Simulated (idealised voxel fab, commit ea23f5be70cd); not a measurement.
The document below concerns the process module designated voxel double patterning.
It is cross-section cut that appears here, measuring 175 nm in width, its square cells being 5 nm in size.
Each cross-section below is a grid of square cells, stated as bands in top-down order, with one or more rows of cells making up each band. This entry defines a band. It first specifies the height of the band's top and the height of its bottom in nm, and then specifies the band's materials from left to right, stating each material with its width in nm. The word "full width" identifies a single material that fills the band from edge to edge, while the word "empty" identifies empty space. Height reference: 0 = level under which incoming wafer is all one material. Lowest band: no bottom, runs on downward, e.g. "z 0 and below". When a width is written as two numbers, as in "30 to 40", the first number is the width in the top row of cells of the band and the second is the width in its bottom row, and the width changes by the same amount from each row to the next. Reading "stayed the same" for a step: not a cell of the cross-section changed in it. Closed-off voids of 8+ cells (no open route to the top) go in "Voids, sealed", written width x height at distance from the left edge, in nm. Formally, on a step line, whatever follows the settings is a remark that the simulator itself makes on the step. overlay nm: where the mask lay relative to plan, measured to the right, on steps with a mask; negatives go left.

Listed below are the process steps as planned:
1 RECEIVE: material Si
2 CONFORMAL_DEP: material SiO2, thk nm 5
3 DIRECTIONAL_DEP: material W, thk nm 10
4 DIRECTIONAL_DEP: material SiCN, thk nm 10
5 DIRECTIONAL_DEP: material aC, thk nm 10
6 PATTERN: tone open, mask id FIRST, material resist, width nm 15, pitch nm 50, thk nm 30, overlay nm 0
7 DIRECTIONAL_ETCH: etch materials aC, depth nm 10
8 STRIP: etch materials resist
9 DIRECTIONAL_ETCH: etch materials SiCN, depth nm 10
10 STRIP: etch materials aC
11 PATTERN: tone open, mask id SECOND, material resist, width nm 15, thk nm 20, overlay nm 0
12 DIRECTIONAL_ETCH: etch materials SiCN, depth nm 10
13 STRIP: etch materials resist
14 DIRECTIONAL_ETCH: etch materials W, depth nm 10
15 STRIP: etch materials SiCN

Below: the first of two wafers, run as planned:

As-received wafer cross-section (after step 1):
  z 0 and below  Si full width
  Voids, sealed: none

Step 2 complete: cross-section through the wafer:
  z 5 to 0  SiO2 full width
  Everything below 0 is unchanged.

Step 3 complete: cross-section through the wafer:
  z 15 to 5  W full width
  Everything below 5 is unchanged.

Step 4 complete: cross-section through the wafer:
  z 25 to 15  SiCN full width
  Everything below 15 is unchanged.

Step 5 complete: cross-section through the wafer:
  z 35 to 25  aC full width
  Everything below 25 is unchanged.

Step 6 complete: cross-section through the wafer:
  z 65 to 35  resist=55 | empty=15 | resist=35 | empty=15 | resist=55
  Everything below 35 is unchanged.

Step 7 complete: cross-section through the wafer:
  z 55 to 35  resist=55 | empty=15 | resist=35 | empty=15 | resist=55
  z 35 to 25  aC=55 | empty=15 | aC=35 | empty=15 | aC=55
  Everything below 25 is unchanged.

Step 8 complete: cross-section through the wafer:
  z 35 to 25  aC=55 | empty=15 | aC=35 | empty=15 | aC=55
  Everything below 25 is unchanged.

Step 9 complete: cross-section through the wafer:
  z 35 to 25  aC=55 | empty=15 | aC=35 | empty=15 | aC=55
  z 25 to 15  SiCN=55 | empty=15 | SiCN=35 | empty=15 | SiCN=55
  Everything below 15 is unchanged.

Step 10 complete: cross-section through the wafer:
  z 25 to 15  SiCN=55 | empty=15 | SiCN=35 | empty=15 | SiCN=55
  Everything below 15 is unchanged.

Step 11 complete: cross-section through the wafer:
  z 45 to 25  resist=80 | empty=15 | resist=80
  z 25 to 15  SiCN=55 | resist=15 | SiCN=35 | resist=15 | SiCN=55
  Everything below 15 is unchanged.

Step 12 complete: cross-section through the wafer:
  z 45 to 25  resist=80 | empty=15 | resist=80
  z 25 to 15  SiCN=55 | resist=15 | SiCN=10 | empty=15 | SiCN=10 | resist=15 | SiCN=55
  Everything below 15 is unchanged.

Step 13 complete: cross-section through the wafer:
  z 25 to 15  SiCN=55 | empty=15 | SiCN=10 | empty=15 | SiCN=10 | empty=15 | SiCN=55
  Everything below 15 is unchanged.

Step 14 complete: cross-section through the wafer:
  z 25 to 15  SiCN=55 | empty=15 | SiCN=10 | empty=15 | SiCN=10 | empty=15 | SiCN=55
  z 15 to 5  W=55 | empty=15 | W=10 | empty=15 | W=10 | empty=15 | W=55
  Everything below 5 is unchanged.

Step 15 complete: cross-section through the wafer:
  z 15 to 5  W=55 | empty=15 | W=10 | empty=15 | W=10 | empty=15 | W=55
  Everything below 5 is unchanged.

Second of two: same start, same plan, one run error; steps up to and including 1 match the first:

Here is the second wafer in cross-section at the point where step 2 of the plan should have been done:
  z 10 to 0  W full width
  Everything below 0 is unchanged.

Here is the second wafer in cross-section at the point where step 3 of the plan should have been done:
  z 15 to 10  SiO2 full width
  Everything below 10 is unchanged.

Here is the second wafer in cross-section at the point where step 4 of the plan should have been done:
  z 25 to 15  SiCN full width
  Everything below 15 is unchanged.

Here is the second wafer in cross-section at the point where step 5 of the plan should have been done:
  z 35 to 25  aC full width
  Everything below 25 is unchanged.

Here is the second wafer in cross-section at the point where step 6 of the plan should have been done:
  z 65 to 35  resist=55 | empty=15 | resist=35 | empty=15 | resist=55
  Everything below 35 is unchanged.

Here is the second wafer in cross-section at the point where step 7 of the plan should have been done:
  z 55 to 35  resist=55 | empty=15 | resist=35 | empty=15 | resist=55
  z 35 to 25  aC=55 | empty=15 | aC=35 | empty=15 | aC=55
  Everything below 25 is unchanged.

Here is the second wafer in cross-section at the point where step 8 of the plan should have been done:
  z 35 to 25  aC=55 | empty=15 | aC=35 | empty=15 | aC=55
  Everything below 25 is unchanged.

Here is the second wafer in cross-section at the point where step 9 of the plan should have been done:
  z 35 to 25  aC=55 | empty=15 | aC=35 | empty=15 | aC=55
  z 25 to 15  SiCN=55 | empty=15 | SiCN=35 | empty=15 | SiCN=55
  Everything below 15 is unchanged.

Here is the second wafer in cross-section at the point where step 10 of the plan should have been done:
  z 25 to 15  SiCN=55 | empty=15 | SiCN=35 | empty=15 | SiCN=55
  Everything below 15 is unchanged.

Here is the second wafer in cross-section at the point where step 11 of the plan should have been done:
  z 45 to 25  resist=80 | empty=15 | resist=80
  z 25 to 15  SiCN=55 | resist=15 | SiCN=35 | resist=15 | SiCN=55
  Everything below 15 is unchanged.

Here is the second wafer in cross-section at the point where step 12 of the plan should have been done:
  z 45 to 25  resist=80 | empty=15 | resist=80
  z 25 to 15  SiCN=55 | resist=15 | SiCN=10 | empty=15 | SiCN=10 | resist=15 | SiCN=55
  Everything below 15 is unchanged.

Here is the second wafer in cross-section at the point where step 13 of the plan should have been done:
  z 25 to 15  SiCN=55 | empty=15 | SiCN=10 | empty=15 | SiCN=10 | empty=15 | SiCN=55
  Everything below 15 is unchanged.

Here is the second wafer in cross-section at the point where step 14 of the plan should have been done: stayed the same

Here is the second wafer in cross-section at the point where step 15 of the plan should have been done:
  z 15 to 10  SiO2 full width
  Everything below 10 is unchanged.
Heads up, the wafer didn't run the way we planned it: the processing plan was not followed for steps 2 and 3, which were run with their positions exchanged
End of process, cell counts, second wafer against first, materials with more or fewer: W +18
